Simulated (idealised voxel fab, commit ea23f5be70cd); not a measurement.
Process module in this document: voxel wiring stack
cross-section cut | 280 nm wide | cells 5 nm
Cross-section format: a grid of square cells, given as bands from top to bottom; each band is one or more rows of cells. Band: top and bottom heights (nm) first, top before bottom; then materials from left to right, widths in nm. "everywhere" marks a sole material filling the band edge to edge. "air" denotes empty space. Heights are measured from 0, the level below which the as-received wafer is all one material; the lowest band has no bottom and continues downward, written as in "0 nm and below". Note: "30..40" means the width goes from the first number (top row of the band) to the second number (bottom row) in equal steps per row of cells. Step marked "nothing was modified"? Then no cell in the cross-section changed in it. Voids not open to the top, 8 cells minimum: see "Fully sealed cavities". Written width x height at distance; distance is from the left edge; nm. after a step's settings: what the simulator itself notes on the step. overlay nm: mask right of planned place by this much (step with mask). Neg. = left.

Planned step list for the process
1) RECEIVE,material Si
2) CONFORMAL_DEP,material SiO2,thk nm 10
3) CONFORMAL_DEP,material SiN,thk nm 5
4) DIRECTIONAL_DEP,material lowk,thk nm 25
5) PATTERN,tone open,mask id METAL_1,material resist,width nm 25,pitch nm 40,thk nm 20,overlay nm 0
6) DIRECTIONAL_ETCH,etch materials lowk,depth nm 25
7) DIRECTIONAL_ETCH,etch materials SiN,depth nm 5
8) STRIP,etch materials resist
9) CONFORMAL_DEP,material TiN,thk nm 5
10) FILL_DEP,material W,thk nm 5
11) CMP,height nm 40
12) CONFORMAL_DEP,material SiCN,thk nm 5
13) DIRECTIONAL_DEP,material SiO2,thk nm 30
14) PATTERN,tone open,mask id METAL_2_HOLES,material resist,width nm 15,pitch nm 40,thk nm 20,overlay nm 0
15) DIRECTIONAL_ETCH,etch materials SiO2,depth nm 30
16) STRIP,etch materials resist
17) DIRECTIONAL_DEP,material aC,thk nm 15
18) PATTERN,tone open,mask id METAL_2,material resist,width nm 25,pitch nm 40,thk nm 30,overlay nm 0
19) DIRECTIONAL_ETCH,etch materials aC,depth nm 15
20) STRIP,etch materials resist
21) DIRECTIONAL_ETCH,etch materials SiO2,depth nm 15
22) DIRECTIONAL_ETCH,etch materials SiCN,depth nm 5
23) STRIP,etch materials aC
24) CONFORMAL_DEP,material TiN,thk nm 5
25) FILL_DEP,material Cu,thk nm 10
26) CMP,height nm 75
27) CONFORMAL_DEP,material SiCN,thk nm 5
28) DIRECTIONAL_DEP,material lowk,thk nm 25
29) PATTERN,tone open,mask id METAL_3_HOLES,material resist,width nm 15,pitch nm 40,thk nm 20,overlay nm 0
30) DIRECTIONAL_ETCH,etch materials lowk,depth nm 25
31) STRIP,etch materials resist
32) DIRECTIONAL_DEP,material aC,thk nm 10
33) PATTERN,tone open,mask id METAL_3,material resist,width nm 25,pitch nm 40,thk nm 30,overlay nm 0
34) DIRECTIONAL_ETCH,etch materials aC,depth nm 10
35) STRIP,etch materials resist
36) DIRECTIONAL_ETCH,etch materials lowk,depth nm 15
37) DIRECTIONAL_ETCH,etch materials SiCN,depth nm 5
38) STRIP,etch materials aC
39) CONFORMAL_DEP,material TiN,thk nm 5
40) FILL_DEP,material Cu,thk nm 10
41) CMP,height nm 105
42) CONFORMAL_DEP,material SiCN,thk nm 5

Account of the first of two wafers, which was processed as intended

Here's what the wafer looked like in cross-section when it arrived - that's after step 1
0 nm and below = Si everywhere
Fully sealed cavities: none

Presented here is a cross-section of the wafer after step 2 has been performed
10 nm to 0 nm = SiO2 everywhere
Unchanged below 0.

Presented here is a cross-section of the wafer after step 3 has been performed
15 nm to 10 nm = SiN everywhere
Unchanged below 10.

Presented here is a cross-section of the wafer after step 4 has been performed
40 nm to 15 nm = lowk everywhere
Unchanged below 15.

Presented here is a cross-section of the wafer after step 5 has been performed
60 nm to 40 nm = resist 65 | air 25 | resist 15 | air 25 | resist 15 | air 25 | resist 15 | air 25 | resist 70
Unchanged below 40.

Presented here is a cross-section of the wafer after step 6 has been performed
60 nm to 40 nm = resist 65 | air 25 | resist 15 | air 25 | resist 15 | air 25 | resist 15 | air 25 | resist 70
40 nm to 15 nm = lowk 65 | air 25 | lowk 15 | air 25 | lowk 15 | air 25 | lowk 15 | air 25 | lowk 70
Unchanged below 15.

Presented here is a cross-section of the wafer after step 7 has been performed
60 nm to 40 nm = resist 65 | air 25 | resist 15 | air 25 | resist 15 | air 25 | resist 15 | air 25 | resist 70
40 nm to 15 nm = lowk 65 | air 25 | lowk 15 | air 25 | lowk 15 | air 25 | lowk 15 | air 25 | lowk 70
15 nm to 10 nm = SiN 65 | air 25 | SiN 15 | air 25 | SiN 15 | air 25 | SiN 15 | air 25 | SiN 70
Unchanged below 10.

Presented here is a cross-section of the wafer after step 8 has been performed
40 nm to 15 nm = lowk 65 | air 25 | lowk 15 | air 25 | lowk 15 | air 25 | lowk 15 | air 25 | lowk 70
Unchanged below 15.

Presented here is a cross-section of the wafer after step 9 has been performed
45 nm to 40 nm = TiN 70 | air 15 | TiN 25 | air 15 | TiN 25 | air 15 | TiN 25 | air 15 | TiN 75
40 nm to 15 nm = lowk 65 | TiN 5 | air 15 | TiN 5 | lowk 15 | TiN 5 | air 15 | TiN 5 | lowk 15 | TiN 5 | air 15 | TiN 5 | lowk 15 | TiN 5 | air 15 | TiN 5 | lowk 70
15 nm to 10 nm = SiN 65 | TiN 25 | SiN 15 | TiN 25 | SiN 15 | TiN 25 | SiN 15 | TiN 25 | SiN 70
Unchanged below 10.

Presented here is a cross-section of the wafer after step 10 has been performed
50 nm to 45 nm = W everywhere
45 nm to 40 nm = TiN 70 | W 15 | TiN 25 | W 15 | TiN 25 | W 15 | TiN 25 | W 15 | TiN 75
40 nm to 15 nm = lowk 65 | TiN 5 | W 15 | TiN 5 | lowk 15 | TiN 5 | W 15 | TiN 5 | lowk 15 | TiN 5 | W 15 | TiN 5 | lowk 15 | TiN 5 | W 15 | TiN 5 | lowk 70
Unchanged below 15.

Presented here is a cross-section of the wafer after step 11 has been performed
40 nm to 15 nm = lowk 65 | TiN 5 | W 15 | TiN 5 | lowk 15 | TiN 5 | W 15 | TiN 5 | lowk 15 | TiN 5 | W 15 | TiN 5 | lowk 15 | TiN 5 | W 15 | TiN 5 | lowk 70
Unchanged below 15.

Presented here is a cross-section of the wafer after step 12 has been performed
45 nm to 40 nm = SiCN everywhere
Unchanged below 40.

Presented here is a cross-section of the wafer after step 13 has been performed
75 nm to 45 nm = SiO2 everywhere
Unchanged below 45.

Presented here is a cross-section of the wafer after step 14 has been performed
95 nm to 75 nm = resist 65 | air 15 | resist 25 | air 15 | resist 25 | air 15 | resist 25 | air 15 | resist 80
Unchanged below 75.

Presented here is a cross-section of the wafer after step 15 has been performed
95 nm to 75 nm = resist 65 | air 15 | resist 25 | air 15 | resist 25 | air 15 | resist 25 | air 15 | resist 80
75 nm to 45 nm = SiO2 65 | air 15 | SiO2 25 | air 15 | SiO2 25 | air 15 | SiO2 25 | air 15 | SiO2 80
Unchanged below 45.

Presented here is a cross-section of the wafer after step 16 has been performed
75 nm to 45 nm = SiO2 65 | air 15 | SiO2 25 | air 15 | SiO2 25 | air 15 | SiO2 25 | air 15 | SiO2 80
Unchanged below 45.

Presented here is a cross-section of the wafer after step 17 has been performed
90 nm to 75 nm = aC 65 | air 15 | aC 25 | air 15 | aC 25 | air 15 | aC 25 | air 15 | aC 80
75 nm to 60 nm = SiO2 65 | air 15 | SiO2 25 | air 15 | SiO2 25 | air 15 | SiO2 25 | air 15 | SiO2 80
60 nm to 45 nm = SiO2 65 | aC 15 | SiO2 25 | aC 15 | SiO2 25 | aC 15 | SiO2 25 | aC 15 | SiO2 80
Unchanged below 45.

Presented here is a cross-section of the wafer after step 18 has been performed
120 nm to 90 nm = resist 65 | air 25 | resist 15 | air 25 | resist 15 | air 25 | resist 15 | air 25 | resist 70
Unchanged below 90.

Presented here is a cross-section of the wafer after step 19 has been performed
105 nm to 90 nm = resist 65 | air 25 | resist 15 | air 25 | resist 15 | air 25 | resist 15 | air 25 | resist 70
90 nm to 75 nm = aC 65 | air 25 | aC 15 | air 25 | aC 15 | air 25 | aC 15 | air 25 | aC 70
75 nm to 45 nm = SiO2 65 | air 15 | SiO2 25 | air 15 | SiO2 25 | air 15 | SiO2 25 | air 15 | SiO2 80
Unchanged below 45.

Presented here is a cross-section of the wafer after step 20 has been performed
90 nm to 75 nm = aC 65 | air 25 | aC 15 | air 25 | aC 15 | air 25 | aC 15 | air 25 | aC 70
Unchanged below 75.

Presented here is a cross-section of the wafer after step 21 has been performed
90 nm to 75 nm = aC 65 | air 25 | aC 15 | air 25 | aC 15 | air 25 | aC 15 | air 25 | aC 70
75 nm to 60 nm = SiO2 65 | air 25 | SiO2 15 | air 25 | SiO2 15 | air 25 | SiO2 15 | air 25 | SiO2 70
Unchanged below 60.

Presented here is a cross-section of the wafer after step 22 has been performed
90 nm to 75 nm = aC 65 | air 25 | aC 15 | air 25 | aC 15 | air 25 | aC 15 | air 25 | aC 70
75 nm to 60 nm = SiO2 65 | air 25 | SiO2 15 | air 25 | SiO2 15 | air 25 | SiO2 15 | air 25 | SiO2 70
60 nm to 45 nm = SiO2 65 | air 15 | SiO2 25 | air 15 | SiO2 25 | air 15 | SiO2 25 | air 15 | SiO2 80
45 nm to 40 nm = SiCN 65 | air 15 | SiCN 25 | air 15 | SiCN 25 | air 15 | SiCN 25 | air 15 | SiCN 80
Unchanged below 40.

Presented here is a cross-section of the wafer after step 23 has been performed
75 nm to 60 nm = SiO2 65 | air 25 | SiO2 15 | air 25 | SiO2 15 | air 25 | SiO2 15 | air 25 | SiO2 70
Unchanged below 60.

Presented here is a cross-section of the wafer after step 24 has been performed
80 nm to 75 nm = TiN 70 | air 15 | TiN 25 | air 15 | TiN 25 | air 15 | TiN 25 | air 15 | TiN 75
75 nm to 65 nm = SiO2 65 | TiN 5 | air 15 | TiN 5 | SiO2 15 | TiN 5 | air 15 | TiN 5 | SiO2 15 | TiN 5 | air 15 | TiN 5 | SiO2 15 | TiN 5 | air 15 | TiN 5 | SiO2 70
65 nm to 60 nm = SiO2 65 | TiN 5 | air 5 | TiN 15 | SiO2 15 | TiN 5 | air 5 | TiN 15 | SiO2 15 | TiN 5 | air 5 | TiN 15 | SiO2 15 | TiN 5 | air 5 | TiN 15 | SiO2 70
60 nm to 45 nm = SiO2 65 | TiN 5 | air 5 | TiN 5 | SiO2 25 | TiN 5 | air 5 | TiN 5 | SiO2 25 | TiN 5 | air 5 | TiN 5 | SiO2 25 | TiN 5 | air 5 | TiN 5 | SiO2 80
45 nm to 40 nm = SiCN 65 | TiN 15 | SiCN 25 | TiN 15 | SiCN 25 | TiN 15 | SiCN 25 | TiN 15 | SiCN 80
Unchanged below 40.

Presented here is a cross-section of the wafer after step 25 has been performed
90 nm to 80 nm = Cu everywhere
80 nm to 75 nm = TiN 70 | Cu 15 | TiN 25 | Cu 15 | TiN 25 | Cu 15 | TiN 25 | Cu 15 | TiN 75
75 nm to 65 nm = SiO2 65 | TiN 5 | Cu 15 | TiN 5 | SiO2 15 | TiN 5 | Cu 15 | TiN 5 | SiO2 15 | TiN 5 | Cu 15 | TiN 5 | SiO2 15 | TiN 5 | Cu 15 | TiN 5 | SiO2 70
65 nm to 60 nm = SiO2 65 | TiN 5 | Cu 5 | TiN 15 | SiO2 15 | TiN 5 | Cu 5 | TiN 15 | SiO2 15 | TiN 5 | Cu 5 | TiN 15 | SiO2 15 | TiN 5 | Cu 5 | TiN 15 | SiO2 70
60 nm to 45 nm = SiO2 65 | TiN 5 | Cu 5 | TiN 5 | SiO2 25 | TiN 5 | Cu 5 | TiN 5 | SiO2 25 | TiN 5 | Cu 5 | TiN 5 | SiO2 25 | TiN 5 | Cu 5 | TiN 5 | SiO2 80
Unchanged below 45.

Presented here is a cross-section of the wafer after step 26 has been performed
75 nm to 65 nm = SiO2 65 | TiN 5 | Cu 15 | TiN 5 | SiO2 15 | TiN 5 | Cu 15 | TiN 5 | SiO2 15 | TiN 5 | Cu 15 | TiN 5 | SiO2 15 | TiN 5 | Cu 15 | TiN 5 | SiO2 70
Unchanged below 65.

Presented here is a cross-section of the wafer after step 27 has been performed
80 nm to 75 nm = SiCN everywhere
Unchanged below 75.

Presented here is a cross-section of the wafer after step 28 has been performed
105 nm to 80 nm = lowk everywhere
Unchanged below 80.

Presented here is a cross-section of the wafer after step 29 has been performed
125 nm to 105 nm = resist 65 | air 15 | resist 25 | air 15 | resist 25 | air 15 | resist 25 | air 15 | resist 80
Unchanged below 105.

Presented here is a cross-section of the wafer after step 30 has been performed
125 nm to 105 nm = resist 65 | air 15 | resist 25 | air 15 | resist 25 | air 15 | resist 25 | air 15 | resist 80
105 nm to 80 nm = lowk 65 | air 15 | lowk 25 | air 15 | lowk 25 | air 15 | lowk 25 | air 15 | lowk 80
Unchanged below 80.

Presented here is a cross-section of the wafer after step 31 has been performed
105 nm to 80 nm = lowk 65 | air 15 | lowk 25 | air 15 | lowk 25 | air 15 | lowk 25 | air 15 | lowk 80
Unchanged below 80.

Presented here is a cross-section of the wafer after step 32 has been performed
115 nm to 105 nm = aC 65 | air 15 | aC 25 | air 15 | aC 25 | air 15 | aC 25 | air 15 | aC 80
105 nm to 90 nm = lowk 65 | air 15 | lowk 25 | air 15 | lowk 25 | air 15 | lowk 25 | air 15 | lowk 80
90 nm to 80 nm = lowk 65 | aC 15 | lowk 25 | aC 15 | lowk 25 | aC 15 | lowk 25 | aC 15 | lowk 80
Unchanged below 80.

Presented here is a cross-section of the wafer after step 33 has been performed
145 nm to 115 nm = resist 65 | air 25 | resist 15 | air 25 | resist 15 | air 25 | resist 15 | air 25 | resist 70
Unchanged below 115.

Presented here is a cross-section of the wafer after step 34 has been performed
135 nm to 115 nm = resist 65 | air 25 | resist 15 | air 25 | resist 15 | air 25 | resist 15 | air 25 | resist 70
115 nm to 105 nm = aC 65 | air 25 | aC 15 | air 25 | aC 15 | air 25 | aC 15 | air 25 | aC 70
105 nm to 80 nm = lowk 65 | air 15 | lowk 25 | air 15 | lowk 25 | air 15 | lowk 25 | air 15 | lowk 80
Unchanged below 80.

Presented here is a cross-section of the wafer after step 35 has been performed
115 nm to 105 nm = aC 65 | air 25 | aC 15 | air 25 | aC 15 | air 25 | aC 15 | air 25 | aC 70
Unchanged below 105.

Presented here is a cross-section of the wafer after step 36 has been performed
115 nm to 105 nm = aC 65 | air 25 | aC 15 | air 25 | aC 15 | air 25 | aC 15 | air 25 | aC 70
105 nm to 90 nm = lowk 65 | air 25 | lowk 15 | air 25 | lowk 15 | air 25 | lowk 15 | air 25 | lowk 70
Unchanged below 90.

Presented here is a cross-section of the wafer after step 37 has been performed
115 nm to 105 nm = aC 65 | air 25 | aC 15 | air 25 | aC 15 | air 25 | aC 15 | air 25 | aC 70
105 nm to 90 nm = lowk 65 | air 25 | lowk 15 | air 25 | lowk 15 | air 25 | lowk 15 | air 25 | lowk 70
90 nm to 80 nm = lowk 65 | air 15 | lowk 25 | air 15 | lowk 25 | air 15 | lowk 25 | air 15 | lowk 80
80 nm to 75 nm = SiCN 65 | air 15 | SiCN 25 | air 15 | SiCN 25 | air 15 | SiCN 25 | air 15 | SiCN 80
Unchanged below 75.

Presented here is a cross-section of the wafer after step 38 has been performed
105 nm to 90 nm = lowk 65 | air 25 | lowk 15 | air 25 | lowk 15 | air 25 | lowk 15 | air 25 | lowk 70
Unchanged below 90.

Presented here is a cross-section of the wafer after step 39 has been performed
110 nm to 105 nm = TiN 70 | air 15 | TiN 25 | air 15 | TiN 25 | air 15 | TiN 25 | air 15 | TiN 75
105 nm to 95 nm = lowk 65 | TiN 5 | air 15 | TiN 5 | lowk 15 | TiN 5 | air 15 | TiN 5 | lowk 15 | TiN 5 | air 15 | TiN 5 | lowk 15 | TiN 5 | air 15 | TiN 5 | lowk 70
95 nm to 90 nm = lowk 65 | TiN 5 | air 5 | TiN 15 | lowk 15 | TiN 5 | air 5 | TiN 15 | lowk 15 | TiN 5 | air 5 | TiN 15 | lowk 15 | TiN 5 | air 5 | TiN 15 | lowk 70
90 nm to 80 nm = lowk 65 | TiN 5 | air 5 | TiN 5 | lowk 25 | TiN 5 | air 5 | TiN 5 | lowk 25 | TiN 5 | air 5 | TiN 5 | lowk 25 | TiN 5 | air 5 | TiN 5 | lowk 80
80 nm to 75 nm = SiCN 65 | TiN 15 | SiCN 25 | TiN 15 | SiCN 25 | TiN 15 | SiCN 25 | TiN 15 | SiCN 80
Unchanged below 75.

Presented here is a cross-section of the wafer after step 40 has been performed
120 nm to 110 nm = Cu everywhere
110 nm to 105 nm = TiN 70 | Cu 15 | TiN 25 | Cu 15 | TiN 25 | Cu 15 | TiN 25 | Cu 15 | TiN 75
105 nm to 95 nm = lowk 65 | TiN 5 | Cu 15 | TiN 5 | lowk 15 | TiN 5 | Cu 15 | TiN 5 | lowk 15 | TiN 5 | Cu 15 | TiN 5 | lowk 15 | TiN 5 | Cu 15 | TiN 5 | lowk 70
95 nm to 90 nm = lowk 65 | TiN 5 | Cu 5 | TiN 15 | lowk 15 | TiN 5 | Cu 5 | TiN 15 | lowk 15 | TiN 5 | Cu 5 | TiN 15 | lowk 15 | TiN 5 | Cu 5 | TiN 15 | lowk 70
90 nm to 80 nm = lowk 65 | TiN 5 | Cu 5 | TiN 5 | lowk 25 | TiN 5 | Cu 5 | TiN 5 | lowk 25 | TiN 5 | Cu 5 | TiN 5 | lowk 25 | TiN 5 | Cu 5 | TiN 5 | lowk 80
Unchanged below 80.

Presented here is a cross-section of the wafer after step 41 has been performed
105 nm to 95 nm = lowk 65 | TiN 5 | Cu 15 | TiN 5 | lowk 15 | TiN 5 | Cu 15 | TiN 5 | lowk 15 | TiN 5 | Cu 15 | TiN 5 | lowk 15 | TiN 5 | Cu 15 | TiN 5 | lowk 70
Unchanged below 95.

Presented here is a cross-section of the wafer after step 42 has been performed
110 nm to 105 nm = SiCN everywhere
Unchanged below 105.

The second wafer began exactly as the first did and followed the same plan, but one mistake was made while running it; through step 13 inclusive, the two wafers are identical

What the second wafer looks like in cross-section when step 14 should have wrapped up
95 nm to 75 nm = resist 65 | air 20 | resist 20 | air 20 | resist 20 | air 20 | resist 20 | air 20 | resist 75
Unchanged below 75.

What the second wafer looks like in cross-section when step 15 should have wrapped up
95 nm to 75 nm = resist 65 | air 20 | resist 20 | air 20 | resist 20 | air 20 | resist 20 | air 20 | resist 75
75 nm to 45 nm = SiO2 65 | air 20 | SiO2 20 | air 20 | SiO2 20 | air 20 | SiO2 20 | air 20 | SiO2 75
Unchanged below 45.

What the second wafer looks like in cross-section when step 16 should have wrapped up
75 nm to 45 nm = SiO2 65 | air 20 | SiO2 20 | air 20 | SiO2 20 | air 20 | SiO2 20 | air 20 | SiO2 75
Unchanged below 45.

What the second wafer looks like in cross-section when step 17 should have wrapped up
90 nm to 75 nm = aC 65 | air 20 | aC 20 | air 20 | aC 20 | air 20 | aC 20 | air 20 | aC 75
75 nm to 60 nm = SiO2 65 | air 20 | SiO2 20 | air 20 | SiO2 20 | air 20 | SiO2 20 | air 20 | SiO2 75
60 nm to 45 nm = SiO2 65 | aC 20 | SiO2 20 | aC 20 | SiO2 20 | aC 20 | SiO2 20 | aC 20 | SiO2 75
Unchanged below 45.

What the second wafer looks like in cross-section when step 18 should have wrapped up
120 nm to 90 nm = resist 65 | air 25 | resist 15 | air 25 | resist 15 | air 25 | resist 15 | air 25 | resist 70
Unchanged below 90.

What the second wafer looks like in cross-section when step 19 should have wrapped up
105 nm to 90 nm = resist 65 | air 25 | resist 15 | air 25 | resist 15 | air 25 | resist 15 | air 25 | resist 70
90 nm to 75 nm = aC 65 | air 25 | aC 15 | air 25 | aC 15 | air 25 | aC 15 | air 25 | aC 70
75 nm to 45 nm = SiO2 65 | air 20 | SiO2 20 | air 20 | SiO2 20 | air 20 | SiO2 20 | air 20 | SiO2 75
Unchanged below 45.

What the second wafer looks like in cross-section when step 20 should have wrapped up
90 nm to 75 nm = aC 65 | air 25 | aC 15 | air 25 | aC 15 | air 25 | aC 15 | air 25 | aC 70
Unchanged below 75.

What the second wafer looks like in cross-section when step 21 should have wrapped up
90 nm to 75 nm = aC 65 | air 25 | aC 15 | air 25 | aC 15 | air 25 | aC 15 | air 25 | aC 70
75 nm to 60 nm = SiO2 65 | air 25 | SiO2 15 | air 25 | SiO2 15 | air 25 | SiO2 15 | air 25 | SiO2 70
Unchanged below 60.

What the second wafer looks like in cross-section when step 22 should have wrapped up
90 nm to 75 nm = aC 65 | air 25 | aC 15 | air 25 | aC 15 | air 25 | aC 15 | air 25 | aC 70
75 nm to 60 nm = SiO2 65 | air 25 | SiO2 15 | air 25 | SiO2 15 | air 25 | SiO2 15 | air 25 | SiO2 70
60 nm to 45 nm = SiO2 65 | air 20 | SiO2 20 | air 20 | SiO2 20 | air 20 | SiO2 20 | air 20 | SiO2 75
45 nm to 40 nm = SiCN 65 | air 20 | SiCN 20 | air 20 | SiCN 20 | air 20 | SiCN 20 | air 20 | SiCN 75
Unchanged below 40.

What the second wafer looks like in cross-section when step 23 should have wrapped up
75 nm to 60 nm = SiO2 65 | air 25 | SiO2 15 | air 25 | SiO2 15 | air 25 | SiO2 15 | air 25 | SiO2 70
Unchanged below 60.

What the second wafer looks like in cross-section when step 24 should have wrapped up
80 nm to 75 nm = TiN 70 | air 15 | TiN 25 | air 15 | TiN 25 | air 15 | TiN 25 | air 15 | TiN 75
75 nm to 65 nm = SiO2 65 | TiN 5 | air 15 | TiN 5 | SiO2 15 | TiN 5 | air 15 | TiN 5 | SiO2 15 | TiN 5 | air 15 | TiN 5 | SiO2 15 | TiN 5 | air 15 | TiN 5 | SiO2 70
65 nm to 60 nm = SiO2 65 | TiN 5 | air 10 | TiN 10 | SiO2 15 | TiN 5 | air 10 | TiN 10 | SiO2 15 | TiN 5 | air 10 | TiN 10 | SiO2 15 | TiN 5 | air 10 | TiN 10 | SiO2 70
60 nm to 45 nm = SiO2 65 | TiN 5 | air 10 | TiN 5 | SiO2 20 | TiN 5 | air 10 | TiN 5 | SiO2 20 | TiN 5 | air 10 | TiN 5 | SiO2 20 | TiN 5 | air 10 | TiN 5 | SiO2 75
45 nm to 40 nm = SiCN 65 | TiN 20 | SiCN 20 | TiN 20 | SiCN 20 | TiN 20 | SiCN 20 | TiN 20 | SiCN 75
Unchanged below 40.

What the second wafer looks like in cross-section when step 25 should have wrapped up
90 nm to 80 nm = Cu everywhere
80 nm to 75 nm = TiN 70 | Cu 15 | TiN 25 | Cu 15 | TiN 25 | Cu 15 | TiN 25 | Cu 15 | TiN 75
75 nm to 65 nm = SiO2 65 | TiN 5 | Cu 15 | TiN 5 | SiO2 15 | TiN 5 | Cu 15 | TiN 5 | SiO2 15 | TiN 5 | Cu 15 | TiN 5 | SiO2 15 | TiN 5 | Cu 15 | TiN 5 | SiO2 70
65 nm to 60 nm = SiO2 65 | TiN 5 | Cu 10 | TiN 10 | SiO2 15 | TiN 5 | Cu 10 | TiN 10 | SiO2 15 | TiN 5 | Cu 10 | TiN 10 | SiO2 15 | TiN 5 | Cu 10 | TiN 10 | SiO2 70
60 nm to 45 nm = SiO2 65 | TiN 5 | Cu 10 | TiN 5 | SiO2 20 | TiN 5 | Cu 10 | TiN 5 | SiO2 20 | TiN 5 | Cu 10 | TiN 5 | SiO2 20 | TiN 5 | Cu 10 | TiN 5 | SiO2 75
Unchanged below 45.

What the second wafer looks like in cross-section when step 26 should have wrapped up
75 nm to 65 nm = SiO2 65 | TiN 5 | Cu 15 | TiN 5 | SiO2 15 | TiN 5 | Cu 15 | TiN 5 | SiO2 15 | TiN 5 | Cu 15 | TiN 5 | SiO2 15 | TiN 5 | Cu 15 | TiN 5 | SiO2 70
Unchanged below 65.

What the second wafer looks like in cross-section when step 27 should have wrapped up
80 nm to 75 nm = SiCN everywhere
Unchanged below 75.

What the second wafer looks like in cross-section when step 28 should have wrapped up
105 nm to 80 nm = lowk everywhere
Unchanged below 80.

What the second wafer looks like in cross-section when step 29 should have wrapped up
125 nm to 105 nm = resist 65 | air 15 | resist 25 | air 15 | resist 25 | air 15 | resist 25 | air 15 | resist 80
Unchanged below 105.

What the second wafer looks like in cross-section when step 30 should have wrapped up
125 nm to 105 nm = resist 65 | air 15 | resist 25 | air 15 | resist 25 | air 15 | resist 25 | air 15 | resist 80
105 nm to 80 nm = lowk 65 | air 15 | lowk 25 | air 15 | lowk 25 | air 15 | lowk 25 | air 15 | lowk 80
Unchanged below 80.

What the second wafer looks like in cross-section when step 31 should have wrapped up
105 nm to 80 nm = lowk 65 | air 15 | lowk 25 | air 15 | lowk 25 | air 15 | lowk 25 | air 15 | lowk 80
Unchanged below 80.

What the second wafer looks like in cross-section when step 32 should have wrapped up
115 nm to 105 nm = aC 65 | air 15 | aC 25 | air 15 | aC 25 | air 15 | aC 25 | air 15 | aC 80
105 nm to 90 nm = lowk 65 | air 15 | lowk 25 | air 15 | lowk 25 | air 15 | lowk 25 | air 15 | lowk 80
90 nm to 80 nm = lowk 65 | aC 15 | lowk 25 | aC 15 | lowk 25 | aC 15 | lowk 25 | aC 15 | lowk 80
Unchanged below 80.

What the second wafer looks like in cross-section when step 33 should have wrapped up
145 nm to 115 nm = resist 65 | air 25 | resist 15 | air 25 | resist 15 | air 25 | resist 15 | air 25 | resist 70
Unchanged below 115.

What the second wafer looks like in cross-section when step 34 should have wrapped up
135 nm to 115 nm = resist 65 | air 25 | resist 15 | air 25 | resist 15 | air 25 | resist 15 | air 25 | resist 70
115 nm to 105 nm = aC 65 | air 25 | aC 15 | air 25 | aC 15 | air 25 | aC 15 | air 25 | aC 70
105 nm to 80 nm = lowk 65 | air 15 | lowk 25 | air 15 | lowk 25 | air 15 | lowk 25 | air 15 | lowk 80
Unchanged below 80.

What the second wafer looks like in cross-section when step 35 should have wrapped up
115 nm to 105 nm = aC 65 | air 25 | aC 15 | air 25 | aC 15 | air 25 | aC 15 | air 25 | aC 70
Unchanged below 105.

What the second wafer looks like in cross-section when step 36 should have wrapped up
115 nm to 105 nm = aC 65 | air 25 | aC 15 | air 25 | aC 15 | air 25 | aC 15 | air 25 | aC 70
105 nm to 90 nm = lowk 65 | air 25 | lowk 15 | air 25 | lowk 15 | air 25 | lowk 15 | air 25 | lowk 70
Unchanged below 90.

What the second wafer looks like in cross-section when step 37 should have wrapped up
115 nm to 105 nm = aC 65 | air 25 | aC 15 | air 25 | aC 15 | air 25 | aC 15 | air 25 | aC 70
105 nm to 90 nm = lowk 65 | air 25 | lowk 15 | air 25 | lowk 15 | air 25 | lowk 15 | air 25 | lowk 70
90 nm to 80 nm = lowk 65 | air 15 | lowk 25 | air 15 | lowk 25 | air 15 | lowk 25 | air 15 | lowk 80
80 nm to 75 nm = SiCN 65 | air 15 | SiCN 25 | air 15 | SiCN 25 | air 15 | SiCN 25 | air 15 | SiCN 80
Unchanged below 75.

What the second wafer looks like in cross-section when step 38 should have wrapped up
105 nm to 90 nm = lowk 65 | air 25 | lowk 15 | air 25 | lowk 15 | air 25 | lowk 15 | air 25 | lowk 70
Unchanged below 90.

What the second wafer looks like in cross-section when step 39 should have wrapped up
110 nm to 105 nm = TiN 70 | air 15 | TiN 25 | air 15 | TiN 25 | air 15 | TiN 25 | air 15 | TiN 75
105 nm to 95 nm = lowk 65 | TiN 5 | air 15 | TiN 5 | lowk 15 | TiN 5 | air 15 | TiN 5 | lowk 15 | TiN 5 | air 15 | TiN 5 | lowk 15 | TiN 5 | air 15 | TiN 5 | lowk 70
95 nm to 90 nm = lowk 65 | TiN 5 | air 5 | TiN 15 | lowk 15 | TiN 5 | air 5 | TiN 15 | lowk 15 | TiN 5 | air 5 | TiN 15 | lowk 15 | TiN 5 | air 5 | TiN 15 | lowk 70
90 nm to 80 nm = lowk 65 | TiN 5 | air 5 | TiN 5 | lowk 25 | TiN 5 | air 5 | TiN 5 | lowk 25 | TiN 5 | air 5 | TiN 5 | lowk 25 | TiN 5 | air 5 | TiN 5 | lowk 80
80 nm to 75 nm = SiCN 65 | TiN 15 | SiCN 25 | TiN 15 | SiCN 25 | TiN 15 | SiCN 25 | TiN 15 | SiCN 80
Unchanged below 75.

What the second wafer looks like in cross-section when step 40 should have wrapped up
120 nm to 110 nm = Cu everywhere
110 nm to 105 nm = TiN 70 | Cu 15 | TiN 25 | Cu 15 | TiN 25 | Cu 15 | TiN 25 | Cu 15 | TiN 75
105 nm to 95 nm = lowk 65 | TiN 5 | Cu 15 | TiN 5 | lowk 15 | TiN 5 | Cu 15 | TiN 5 | lowk 15 | TiN 5 | Cu 15 | TiN 5 | lowk 15 | TiN 5 | Cu 15 | TiN 5 | lowk 70
95 nm to 90 nm = lowk 65 | TiN 5 | Cu 5 | TiN 15 | lowk 15 | TiN 5 | Cu 5 | TiN 15 | lowk 15 | TiN 5 | Cu 5 | TiN 15 | lowk 15 | TiN 5 | Cu 5 | TiN 15 | lowk 70
90 nm to 80 nm = lowk 65 | TiN 5 | Cu 5 | TiN 5 | lowk 25 | TiN 5 | Cu 5 | TiN 5 | lowk 25 | TiN 5 | Cu 5 | TiN 5 | lowk 25 | TiN 5 | Cu 5 | TiN 5 | lowk 80
Unchanged below 80.

What the second wafer looks like in cross-section when step 41 should have wrapped up
105 nm to 95 nm = lowk 65 | TiN 5 | Cu 15 | TiN 5 | lowk 15 | TiN 5 | Cu 15 | TiN 5 | lowk 15 | TiN 5 | Cu 15 | TiN 5 | lowk 15 | TiN 5 | Cu 15 | TiN 5 | lowk 70
Unchanged below 95.

What the second wafer looks like in cross-section when step 42 should have wrapped up
110 nm to 105 nm = SiCN everywhere
Unchanged below 105.
Want to know what went wrong? rather than as planned, step 14 actually ran as PATTERN,tone open,mask id METAL_2_HOLES,material resist,width nm 20,pitch nm 40,thk nm 20,overlay nm 0
At the finish, the second wafer shows more or fewer cells for some materials than the first does: 16 more of Cu | 4 fewer of SiCN | 12 fewer of SiO2
